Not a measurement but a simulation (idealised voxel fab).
Process module name: voxel spacer lines
The cross-section shown here is cut; it is 145 nm wide and divided into square cells measuring 5 nm on a side.
How to read a cross-section here: the picture is a grid of square cells, written as bands going from the top down, and any band can span one or more rows of cells.
Within each band entry, the heights of the top and of the bottom of the band appear first, in that order and in nm; the materials of the band then follow from left to right, each with its corresponding width in nm. The designation "full width" on a single material indicates that it fills the band from edge to edge; the designation "air" indicates empty space.
Heights are expressed relative to 0, this being the level below which the as-received wafer comprises one material exclusively. The lowest band is unbounded in the downward direction and is denoted as in "0..down".
Width spec "30->40" -> top row of cells at first value, bottom row at second value, equal per-row change in between.
Where a step carries "remains unaltered", the cross-section came out of it unchanged, cell for cell.
"Sealed cavities" specifies each empty space that is not open to the top and that occupies no fewer than 8 cells, using the form width x height at distance, the distance measured from the left edge and all three quantities in nm.
Anything after a step's settings on that line? It's the simulator's own note about the step.
The setting "overlay nm" may be written on the line of a step. When the step uses a mask, the value reports how far to the right of the planned place the mask lay, and a negative value reports that it lay to the left.

### This section lists the process steps that were planned
| 1 | op RECEIVE | material Si |
| 2 | op CONFORMAL_DEP | material Al2O3 | thk nm 5 |
| 3 | op DIRECTIONAL_DEP | material W | thk nm 15 |
| 4 | op DIRECTIONAL_DEP | material polySi | thk nm 20 |
| 5 | op PATTERN | tone cover | mask id MANDREL | material resist | width nm 15 | pitch nm 50 | thk nm 30 | overlay nm 0 |
| 6 | op DIRECTIONAL_ETCH | etch materials polySi | depth nm 20 |
| 7 | op STRIP | etch materials resist |
| 8 | op CONFORMAL_DEP | material SiN | thk nm 10 |
| 9 | op DIRECTIONAL_ETCH | etch materials SiN | depth nm 10 |
| 10 | op STRIP | etch materials polySi |
| 11 | op DIRECTIONAL_ETCH | etch materials W | depth nm 15 |
| 12 | op STRIP | etch materials SiN |
| 13 | op FILL_DEP | material SiO2 | thk nm 5 |
| 14 | op CMP | height nm 20 |

### First of two wafers, with the run carried out as planned

### So this is the incoming wafer in cross-section - it's already been through step 1
0..down = Si full width
Sealed cavities: none

### You're looking at a cross-section of the wafer after step 2
5..0 = Al2O3 full width
below 0: unchanged

### You're looking at a cross-section of the wafer after step 3
20..5 = W full width
below 5: unchanged

### You're looking at a cross-section of the wafer after step 4
40..20 = polySi full width
below 20: unchanged

### You're looking at a cross-section of the wafer after step 5
70..40 = 40 nm air, 15 nm resist, 35 nm air, 15 nm resist, 40 nm air
below 40: unchanged

### You're looking at a cross-section of the wafer after step 6
70..40 = 40 nm air, 15 nm resist, 35 nm air, 15 nm resist, 40 nm air
40..20 = 40 nm air, 15 nm polySi, 35 nm air, 15 nm polySi, 40 nm air
below 20: unchanged

### You're looking at a cross-section of the wafer after step 7
40..20 = 40 nm air, 15 nm polySi, 35 nm air, 15 nm polySi, 40 nm air
below 20: unchanged

### You're looking at a cross-section of the wafer after step 8
50..40 = 30 nm air, 35 nm SiN, 15 nm air, 35 nm SiN, 30 nm air
40..30 = 30 nm air, 10 nm SiN, 15 nm polySi, 10 nm SiN, 15 nm air, 10 nm SiN, 15 nm polySi, 10 nm SiN, 30 nm air
30..20 = 40 nm SiN, 15 nm polySi, 35 nm SiN, 15 nm polySi, 40 nm SiN
below 20: unchanged

### You're looking at a cross-section of the wafer after step 9
40..20 = 30 nm air, 10 nm SiN, 15 nm polySi, 10 nm SiN, 15 nm air, 10 nm SiN, 15 nm polySi, 10 nm SiN, 30 nm air
below 20: unchanged

### You're looking at a cross-section of the wafer after step 10
40..20 = 30 nm air, 10 nm SiN, 15 nm air, 10 nm SiN, 15 nm air, 10 nm SiN, 15 nm air, 10 nm SiN, 30 nm air
below 20: unchanged

### You're looking at a cross-section of the wafer after step 11
40..20 = 30 nm air, 10 nm SiN, 15 nm air, 10 nm SiN, 15 nm air, 10 nm SiN, 15 nm air, 10 nm SiN, 30 nm air
20..5 = 30 nm air, 10 nm W, 15 nm air, 10 nm W, 15 nm air, 10 nm W, 15 nm air, 10 nm W, 30 nm air
below 5: unchanged

### You're looking at a cross-section of the wafer after step 12
20..5 = 30 nm air, 10 nm W, 15 nm air, 10 nm W, 15 nm air, 10 nm W, 15 nm air, 10 nm W, 30 nm air
below 5: unchanged

### You're looking at a cross-section of the wafer after step 13
25..20 = SiO2 full width
20..5 = 30 nm SiO2, 10 nm W, 15 nm SiO2, 10 nm W, 15 nm SiO2, 10 nm W, 15 nm SiO2, 10 nm W, 30 nm SiO2
below 5: unchanged

### You're looking at a cross-section of the wafer after step 14
20..5 = 30 nm SiO2, 10 nm W, 15 nm SiO2, 10 nm W, 15 nm SiO2, 10 nm W, 15 nm SiO2, 10 nm W, 30 nm SiO2
below 5: unchanged

### Wafer two of two - same starting point, same process plan, one mistake in execution; matches wafer one up to and including step 4

### Second wafer cross-section, taken as of the time the plan sets for step 5 to be done
70..40 = 40 nm air, 20 nm resist, 30 nm air, 20 nm resist, 35 nm air
below 40: unchanged

### Second wafer cross-section, taken as of the time the plan sets for step 6 to be done
70..40 = 40 nm air, 20 nm resist, 30 nm air, 20 nm resist, 35 nm air
40..20 = 40 nm air, 20 nm polySi, 30 nm air, 20 nm polySi, 35 nm air
below 20: unchanged

### Second wafer cross-section, taken as of the time the plan sets for step 7 to be done
40..20 = 40 nm air, 20 nm polySi, 30 nm air, 20 nm polySi, 35 nm air
below 20: unchanged

### Second wafer cross-section, taken as of the time the plan sets for step 8 to be done
50..40 = 30 nm air, 40 nm SiN, 10 nm air, 40 nm SiN, 25 nm air
40..30 = 30 nm air, 10 nm SiN, 20 nm polySi, 10 nm SiN, 10 nm air, 10 nm SiN, 20 nm polySi, 10 nm SiN, 25 nm air
30..20 = 40 nm SiN, 20 nm polySi, 30 nm SiN, 20 nm polySi, 35 nm SiN
below 20: unchanged

### Second wafer cross-section, taken as of the time the plan sets for step 9 to be done
40..20 = 30 nm air, 10 nm SiN, 20 nm polySi, 10 nm SiN, 10 nm air, 10 nm SiN, 20 nm polySi, 10 nm SiN, 25 nm air
below 20: unchanged

### Second wafer cross-section, taken as of the time the plan sets for step 10 to be done
40..20 = 30 nm air, 10 nm SiN, 20 nm air, 10 nm SiN, 10 nm air, 10 nm SiN, 20 nm air, 10 nm SiN, 25 nm air
below 20: unchanged

### Second wafer cross-section, taken as of the time the plan sets for step 11 to be done
40..20 = 30 nm air, 10 nm SiN, 20 nm air, 10 nm SiN, 10 nm air, 10 nm SiN, 20 nm air, 10 nm SiN, 25 nm air
20..5 = 30 nm air, 10 nm W, 20 nm air, 10 nm W, 10 nm air, 10 nm W, 20 nm air, 10 nm W, 25 nm air
below 5: unchanged

### Second wafer cross-section, taken as of the time the plan sets for step 12 to be done
20..5 = 30 nm air, 10 nm W, 20 nm air, 10 nm W, 10 nm air, 10 nm W, 20 nm air, 10 nm W, 25 nm air
below 5: unchanged

### Second wafer cross-section, taken as of the time the plan sets for step 13 to be done
25..20 = SiO2 full width
20..5 = 30 nm SiO2, 10 nm W, 20 nm SiO2, 10 nm W, 10 nm SiO2, 10 nm W, 20 nm SiO2, 10 nm W, 25 nm SiO2
below 5: unchanged

### Second wafer cross-section, taken as of the time the plan sets for step 14 to be done
20..5 = 30 nm SiO2, 10 nm W, 20 nm SiO2, 10 nm W, 10 nm SiO2, 10 nm W, 20 nm SiO2, 10 nm W, 25 nm SiO2
below 5: unchanged
The plan and the run diverged here: not per plan at step 5, really ran op PATTERN | tone cover | mask id MANDREL | material resist | width nm 20 | pitch nm 50 | thk nm 30 | overlay nm 0
So at the finish, the second wafer's got exactly as many cells of each material as the first, just not in the same spots.
